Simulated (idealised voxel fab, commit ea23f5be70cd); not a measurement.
Proc. module: voxel released beams
Section shown: cut. Width: 190 nm. Cell size: 5 nm, square.
Cross-section = grid of square cells, listed top down in bands; band = one or more rows.
The entry gives the band's vertical extent as a top height and a bottom height in nm, then its horizontal make-up as materials from left to right, each with a width in nm. "empty" stands for empty space; a single material marked "throughout" fills the band edge to edge.
Heights are expressed relative to 0, this being the level below which the as-received wafer comprises one material exclusively. The lowest band is unbounded in the downward direction and is denoted as in "0 down".
Note: "30..40" means the width goes from the first number (top row of the band) to the second number (bottom row) in equal steps per row of cells.
Any step labelled "same as before" changed none of the cells in the cross-section.
"Enclosed internal cavities" enumerates empty spaces isolated from the top, with no open way to it, that contain at least 8 cells, giving each as width x height at distance from the left edge, all three in nm.
What comes after the settings on a step's line is commentary from the simulator itself on that step.
What "overlay nm" on a step's line means: if the step has a mask, that mask lay this far to the right of its planned place, or, when the value is negative, to the left.
Steps planned for the process
step 1: RECEIVE (material Si)
step 2: CONFORMAL_DEP (material Al2O3; thk nm 5)
step 3: DIRECTIONAL_DEP (material SiO2; thk nm 20)
step 4: MASKED_ETCH (tone open; mask id ANCHOR; width nm 35; etch materials SiO2; depth nm 20; overlay nm 0)
step 5: CONFORMAL_DEP (material W; thk nm 15)
step 6: DIRECTIONAL_DEP (material aC; thk nm 10)
step 7: PATTERN (tone cover; mask id BEAM; material resist; width nm 115; thk nm 25; overlay nm 0)
step 8: DIRECTIONAL_ETCH (etch materials aC; depth nm 10)
step 9: STRIP (etch materials resist)
step 10: DIRECTIONAL_ETCH (etch materials W; depth nm 15)
step 11: STRIP (etch materials aC)
step 12: STRIP (etch materials SiO2)
Wafer as received: cross-section following step 1
- 0 down | Si throughout
- Enclosed internal cavities: none
The cross-section shown corresponds to the wafer at the conclusion of the module. The initial structure and the process plan are those presented above; however, one mistake occurred in executing the plan
- 55 to 40 | empty (35), then W (115), then empty (40)
- 40 to 25 | W throughout
- 25 to 5 | SiO2 (40), then W (35), then SiO2 (115)
- 5 to 0 | Al2O3 throughout
- 0 down | Si throughout
- Enclosed internal cavities: none
It is concluded that the wafer was processed incorrectly with respect to the plan, in that plan step 5 was twice executed
